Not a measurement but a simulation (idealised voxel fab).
Proc. module: voxel transistor to metal
Cross-sectional view cut (width: 295 nm; square cell size: 5 nm).
Heads up, the way a cross-section reads in here is a grid of square cells, handed over as bands from the top down, with every band being one or more rows of cells. This entry defines a band. It first specifies the height of the band's top and the height of its bottom in nm, and then specifies the band's materials from left to right, stating each material with its width in nm. The word "full width" identifies a single material that fills the band from edge to edge, while the word "empty" identifies empty space. Heights are measured from 0, the level below which the as-received wafer is all one material; the lowest band has no bottom and continues downward, written as in "0..down". The expression "30 to 40" gives the width at the extremes of the band, the first number at its top row of cells and the second at its bottom row, with the width changing by equal amounts from each row to the next in between. "remained unchanged" for a step: no cell of the cross-section changed in that step. Empty spaces without an open route to the top, at least 8 cells in extent, make up the entry "Fully closed voids"; each is given as width x height at distance, where the distance is measured from the left edge, and all are in nm. Past the settings on a step's line: simulator remark, on that step. The setting "overlay nm" may be written on the line of a step. When the step uses a mask, the value reports how far to the right of the planned place the mask lay, and a negative value reports that it lay to the left.

Plan:
1) RECEIVE (material Si)
2) OXIDIZE (depth nm 5)
3) CONFORMAL_DEP (material SiN; thk nm 15)
4) DIRECTIONAL_DEP (material aC; thk nm 10)
5) PATTERN (tone cover; mask id ACTIVE; material resist; width nm 95; pitch nm 120; thk nm 30; overlay nm 0)
6) DIRECTIONAL_ETCH (etch materials aC; depth nm 10)
7) STRIP (etch materials resist)
8) DIRECTIONAL_ETCH (etch materials SiN; depth nm 15)
9) DIRECTIONAL_ETCH (etch materials SiO2; depth nm 5)
10) DIRECTIONAL_ETCH (etch materials Si; depth nm 25)
11) STRIP (etch materials aC)
12) FILL_DEP (material SiO2; thk nm 5)
13) CMP (height nm 15)
14) SELECTIVE_ETCH (etch materials SiO2; depth nm 15)
15) STRIP (etch materials SiN)
16) SELECTIVE_ETCH (etch materials SiO2; depth nm 5)
17) OXIDIZE (depth nm 5)
18) DIRECTIONAL_DEP (material polySi; thk nm 30)
19) DIRECTIONAL_DEP (material SiCN; thk nm 15)
20) MASKED_ETCH (tone cover; mask id GATE; width nm 15; pitch nm 120; etch materials SiCN; depth nm 25; overlay nm 0)
21) MASKED_ETCH (tone cover; mask id GATE; width nm 15; pitch nm 120; etch materials polySi; depth nm 40; overlay nm 0)
22) CONFORMAL_DEP (material SiN; thk nm 10)
23) DIRECTIONAL_ETCH (etch materials SiN; depth nm 10)
24) DIRECTIONAL_ETCH (etch materials SiO2; depth nm 5)
25) DIRECTIONAL_ETCH (etch materials Si; depth nm 15)
26) EPI (material nSi; thk nm 15)
27) FILL_DEP (material SiO2; thk nm 5)
28) CMP (height nm 40)
29) DIRECTIONAL_DEP (material SiO2; thk nm 10)
30) DIRECTIONAL_DEP (material aC; thk nm 15)
31) PATTERN (tone open; mask id CONTACT; material resist; width nm 20; thk nm 35; overlay nm 0)
32) DIRECTIONAL_ETCH (etch materials aC; depth nm 15)
33) STRIP (etch materials resist)
34) DIRECTIONAL_ETCH (etch materials SiO2; depth nm 60)
35) STRIP (etch materials aC)
36) CONFORMAL_DEP (material TiN; thk nm 5)
37) FILL_DEP (material Ru; thk nm 10)
38) CMP (height nm 50)
39) DIRECTIONAL_DEP (material TiN; thk nm 5)
40) DIRECTIONAL_DEP (material W; thk nm 25)
41) DIRECTIONAL_DEP (material aC; thk nm 15)
42) PATTERN (tone cover; mask id METAL_1; material resist; width nm 20; thk nm 30; overlay nm 0)
43) DIRECTIONAL_ETCH (etch materials aC; depth nm 15)
44) STRIP (etch materials resist)
45) DIRECTIONAL_ETCH (etch materials W; depth nm 25)
46) DIRECTIONAL_ETCH (etch materials TiN; depth nm 5)
47) STRIP (etch materials aC)
48) FILL_DEP (material lowk; thk nm 5)
49) CMP (height nm 80)
50) CONFORMAL_DEP (material SiCN; thk nm 5)
51) DIRECTIONAL_DEP (material lowk; thk nm 30)
52) PATTERN (tone open; mask id METAL_2_HOLES; material resist; width nm 15; pitch nm 120; thk nm 20; overlay nm 0)
53) DIRECTIONAL_ETCH (etch materials lowk; depth nm 30)
54) STRIP (etch materials resist)
55) PATTERN (tone open; mask id METAL_2; material resist; width nm 20; pitch nm 120; thk nm 15; overlay nm 0)
56) DIRECTIONAL_ETCH (etch materials lowk; depth nm 15)
57) DIRECTIONAL_ETCH (etch materials SiCN; depth nm 5)
58) STRIP (etch materials resist)
59) CONFORMAL_DEP (material TiN; thk nm 5)
60) FILL_DEP (material Ru; thk nm 5)
61) CMP (height nm 115)
62) CONFORMAL_DEP (material SiCN; thk nm 5)

Here's what the wafer looked like in cross-section when it arrived - that's after step 1:
> 0..down  Si full width
> Fully closed voids: none

Wafer at module end, in section. Began as above, planned as above, run with one mistake:
> 120..115  SiCN full width
> 115..105  lowk 45 nm | TiN 5 nm | Ru 10 nm | TiN 5 nm | lowk 100 nm | TiN 5 nm | Ru 10 nm | TiN 5 nm | lowk 110 nm
> 105..100  lowk 45 nm | TiN 5 nm | Ru 5 nm | TiN 10 nm | lowk 100 nm | TiN 5 nm | Ru 5 nm | TiN 10 nm | lowk 110 nm
> 100..85  lowk 45 nm | TiN 5 nm | Ru 5 nm | TiN 5 nm | lowk 105 nm | TiN 5 nm | Ru 5 nm | TiN 5 nm | lowk 115 nm
> 85..80  SiCN 45 nm | TiN 15 nm | SiCN 105 nm | TiN 15 nm | SiCN 115 nm
> 80..55  lowk 45 nm | W 20 nm | lowk 45 nm | W 20 nm | lowk 35 nm | W 20 nm | lowk 45 nm | W 20 nm | lowk 45 nm
> 55..50  lowk 45 nm | TiN 20 nm | lowk 45 nm | TiN 20 nm | lowk 35 nm | TiN 20 nm | lowk 45 nm | TiN 20 nm | lowk 45 nm
> 50..40  SiO2 45 nm | TiN 5 nm | Ru 10 nm | TiN 5 nm | SiO2 45 nm | TiN 5 nm | Ru 10 nm | TiN 5 nm | SiO2 35 nm | TiN 5 nm | Ru 10 nm | TiN 5 nm | SiO2 45 nm | TiN 5 nm | Ru 10 nm | TiN 5 nm | SiO2 45 nm
> 40..25  SiO2 45 nm | TiN 5 nm | Ru 10 nm | TiN 5 nm | SiO2 5 nm | SiN 10 nm | SiCN 15 nm | SiN 10 nm | SiO2 5 nm | TiN 5 nm | Ru 10 nm | TiN 5 nm | SiO2 35 nm | TiN 5 nm | Ru 10 nm | TiN 5 nm | SiO2 5 nm | SiN 10 nm | SiCN 15 nm | SiN 10 nm | SiO2 5 nm | TiN 5 nm | Ru 10 nm | TiN 5 nm | SiO2 45 nm
> 25..10  SiO2 45 nm | TiN 5 nm | Ru 10 nm | TiN 5 nm | SiO2 5 nm | SiN 10 nm | polySi 15 nm | SiN 10 nm | SiO2 5 nm | TiN 5 nm | Ru 10 nm | TiN 5 nm | SiO2 35 nm | TiN 5 nm | Ru 10 nm | TiN 5 nm | SiO2 5 nm | SiN 10 nm | polySi 15 nm | SiN 10 nm | SiO2 5 nm | TiN 5 nm | Ru 10 nm | TiN 5 nm | SiO2 45 nm
> 10..5  SiO2 45 nm | TiN 20 nm | SiO2 5 nm | SiN 10 nm | polySi 15 nm | SiN 10 nm | SiO2 5 nm | TiN 20 nm | SiO2 35 nm | TiN 20 nm | SiO2 5 nm | SiN 10 nm | polySi 15 nm | SiN 10 nm | SiO2 5 nm | TiN 20 nm | SiO2 45 nm
> 5..-5  SiO2 45 nm | TiN 10 nm | nSi 15 nm | SiN 10 nm | polySi 15 nm | SiN 10 nm | nSi 15 nm | TiN 10 nm | SiO2 35 nm | TiN 10 nm | nSi 15 nm | SiN 10 nm | polySi 15 nm | SiN 10 nm | nSi 15 nm | TiN 10 nm | SiO2 45 nm
> -5..-10  SiO2 45 nm | TiN 10 nm | nSi 15 nm | SiO2 35 nm | nSi 15 nm | TiN 10 nm | SiO2 35 nm | TiN 10 nm | nSi 15 nm | SiO2 35 nm | nSi 15 nm | TiN 10 nm | SiO2 45 nm
> -10..-25  SiO2 50 nm | nSi 20 nm | Si 35 nm | nSi 40 nm | SiO2 25 nm | nSi 20 nm | Si 35 nm | nSi 40 nm | SiO2 30 nm
> -25..-30  SiO2 50 nm | Si 95 nm | SiO2 25 nm | Si 95 nm | SiO2 30 nm
> -30..down  Si full width
> Fully closed voids: none
So what did we get wrong on this run? step 5 went in with a setting other than planned; the actual run was PATTERN (tone cover; mask id ACTIVE; material resist; width nm 95; pitch nm 120; thk nm 30; overlay nm 10)
